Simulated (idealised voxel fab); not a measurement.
process module | voxel wiring stack
cross-section cut | 195 nm wide | cells 5 nm
A cross-section is a grid of square cells, given in bands from the top down. A band is one or more rows of cells.
Each band's line starts with the height of the band's top and of its bottom, in nm. Then come its materials from left to right, each with its width in nm. One material with "throughout" fills the band from edge to edge. "air" is empty space.
Height 0 is the level under which the wafer as received is all one material. The lowest band goes on downwards, as in "0 down".
A width such as "30 to 40" changes by the same amount from each row of cells to the next, from the band's top row to its bottom row.
"no change" after a step means that no cell of the cross-section changed.
closed voids: empty space of 8 cells or more with no open way to the top, each as width x height at its distance from the left edge, in nm
after a step's settings: what the simulator itself notes on the step
overlay nm, on a step with a mask: how far to the right of its planned place the mask lay; to the left if negative
plan
1 op RECEIVE | material Si
2 op CONFORMAL_DEP | material SiO2 | thk nm 15
3 op DIRECTIONAL_DEP | material TiN | thk nm 5
4 op DIRECTIONAL_DEP | material Ru | thk nm 15
5 op PATTERN | tone cover | mask id METAL_1 | material resist | width nm 30 | pitch nm 45 | thk nm 20 | overlay nm 0
6 op DIRECTIONAL_ETCH | etch materials Ru | depth nm 15
7 op DIRECTIONAL_ETCH | etch materials TiN | depth nm 5
8 op STRIP | etch materials resist
9 op CONFORMAL_DEP | material SiCN | thk nm 5
10 op FILL_DEP | material SiO2 | thk nm 5
11 op CMP | height nm 35
12 op CONFORMAL_DEP | material SiCN | thk nm 5
13 op DIRECTIONAL_DEP | material SiO2 | thk nm 20
14 op PATTERN | tone open | mask id PLUG_1 | material resist | width nm 15 | pitch nm 90 | thk nm 15 | overlay nm 0
15 op DIRECTIONAL_ETCH | etch materials SiO2 | depth nm 20
16 op DIRECTIONAL_ETCH | etch materials SiCN | depth nm 5
17 op STRIP | etch materials resist
18 op EPI | material Ru | thk nm 10
19 op EPI | material Ru | thk nm 10
20 op EPI | material Ru | thk nm 5
21 op DIRECTIONAL_DEP | material TiN | thk nm 5
22 op DIRECTIONAL_DEP | material Ru | thk nm 20
23 op MASKED_ETCH | tone cover | mask id METAL_2 | width nm 30 | pitch nm 45 | etch materials Ru | depth nm 20 | overlay nm 0
24 op MASKED_ETCH | tone cover | mask id METAL_2 | width nm 30 | pitch nm 45 | etch materials TiN | depth nm 5 | overlay nm 0
25 op FILL_DEP | material SiO2 | thk nm 10
26 op CMP | height nm 85
27 op CONFORMAL_DEP | material SiN | thk nm 5
as received, after step 1
  0 down: Si throughout
  closed voids: none
a wafer at the end: this start, this plan, one mistake
  90 to 85: SiN throughout
  85 to 65: Ru 15 | SiO2 30 | Ru 15 | SiO2 30 | Ru 15 | SiO2 30 | Ru 15 | SiO2 30 | Ru 15
  65 to 60: TiN throughout
  60 to 40: SiO2 15 | Ru 15 | SiO2 75 | Ru 15 | SiO2 75
  40 to 35: SiCN 15 | Ru 15 | SiCN 75 | Ru 15 | SiCN 75
  35 to 20: SiO2 10 | SiCN 5 | Ru 30 | SiCN 5 | SiO2 5 | SiCN 5 | Ru 30 | SiCN 5 | SiO2 5 | SiCN 5 | Ru 30 | SiCN 5 | SiO2 5 | SiCN 5 | Ru 30 | SiCN 5 | SiO2 10
  20 to 15: SiCN 15 | TiN 30 | SiCN 15 | TiN 30 | SiCN 15 | TiN 30 | SiCN 15 | TiN 30 | SiCN 15
  15 to 0: SiO2 throughout
  0 down: Si throughout
  closed voids: none
what went wrong: step 23 ran as: op MASKED_ETCH | tone open | mask id METAL_2 | width nm 30 | pitch nm 45 | etch materials Ru | depth nm 20 | overlay nm 0
